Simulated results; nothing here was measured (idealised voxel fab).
process module | voxel spacer lines
Square cell edge 5 nm, section width 260 nm, ID cut.
Cross-sections here: square-cell grids, written as top-down lists of bands, a band being one or more rows of cells.
Heads up on the band format: heights come first, top then bottom, in nm. After that it's the materials left to right, each with its width in nm. A single material flagged "everywhere" fills the whole band edge to edge, and "blank" means there's empty space there.
Basically, 0 is our baseline, since under it the wafer straight out of the box is all one material. The bottom band has no lower end and keeps on going down, so it looks like "0..down".
A width given as "30->40" starts at the first number in the band's top row and ends at the second number in its bottom row, shifting by an equal amount at every step from row to row.
What does "no alterations made" mean for a step? It means no cell of the cross-section changed in that step.
"Encapsulated voids" - sealed voids, min. 8 cells, no opening to top; format: width x height at distance (distance from left edge; nm throughout).
Anything after a step's settings on that line? It's the simulator's own note about the step.
The setting "overlay nm" may be written on the line of a step. When the step uses a mask, the value reports how far to the right of the planned place the mask lay, and a negative value reports that it lay to the left.

The process steps that were planned are listed below
1) RECEIVE with material Si
2) CONFORMAL_DEP with material Al2O3, thk nm 10
3) DIRECTIONAL_DEP with material W, thk nm 10
4) DIRECTIONAL_DEP with material aC, thk nm 30
5) PATTERN with tone cover, mask id MANDREL, material resist, width nm 20, pitch nm 60, thk nm 40, overlay nm -15
6) DIRECTIONAL_ETCH with etch materials aC, depth nm 30
7) STRIP with etch materials resist
8) CONFORMAL_DEP with material SiO2, thk nm 10
9) DIRECTIONAL_ETCH with etch materials SiO2, depth nm 10
10) STRIP with etch materials aC
11) DIRECTIONAL_ETCH with etch materials W, depth nm 10
12) STRIP with etch materials SiO2
13) FILL_DEP with material lowk, thk nm 5
14) CMP with height nm 20
For this document, wafers share an identical start and vary in the step 5 overlay nm; the plan quotes the first wafer's value.

Step 1 complete: as-received cross-section of the first of several wafers
0..down = Si everywhere
Encapsulated voids: none

Heads up, this table goes wafer by wafer. A row tells you, at the end of the module, how many cells of each material that wafer has put on (+) or dropped (-) since it was received, and then its closed voids
overlay nm -15; +104 Al2O3; +24 W; +80 lowk; Encapsulated voids: none
overlay nm -10; +104 Al2O3; +24 W; +80 lowk; Encapsulated voids: none
overlay nm -5; +104 Al2O3; +24 W; +80 lowk; Encapsulated voids: none
overlay nm 0; +104 Al2O3; +24 W; +80 lowk; Encapsulated voids: none
overlay nm 5; +104 Al2O3; +24 W; +80 lowk; Encapsulated voids: none
overlay nm 10; +104 Al2O3; +24 W; +80 lowk; Encapsulated voids: none
overlay nm 15; +104 Al2O3; +24 W; +80 lowk; Encapsulated voids: none
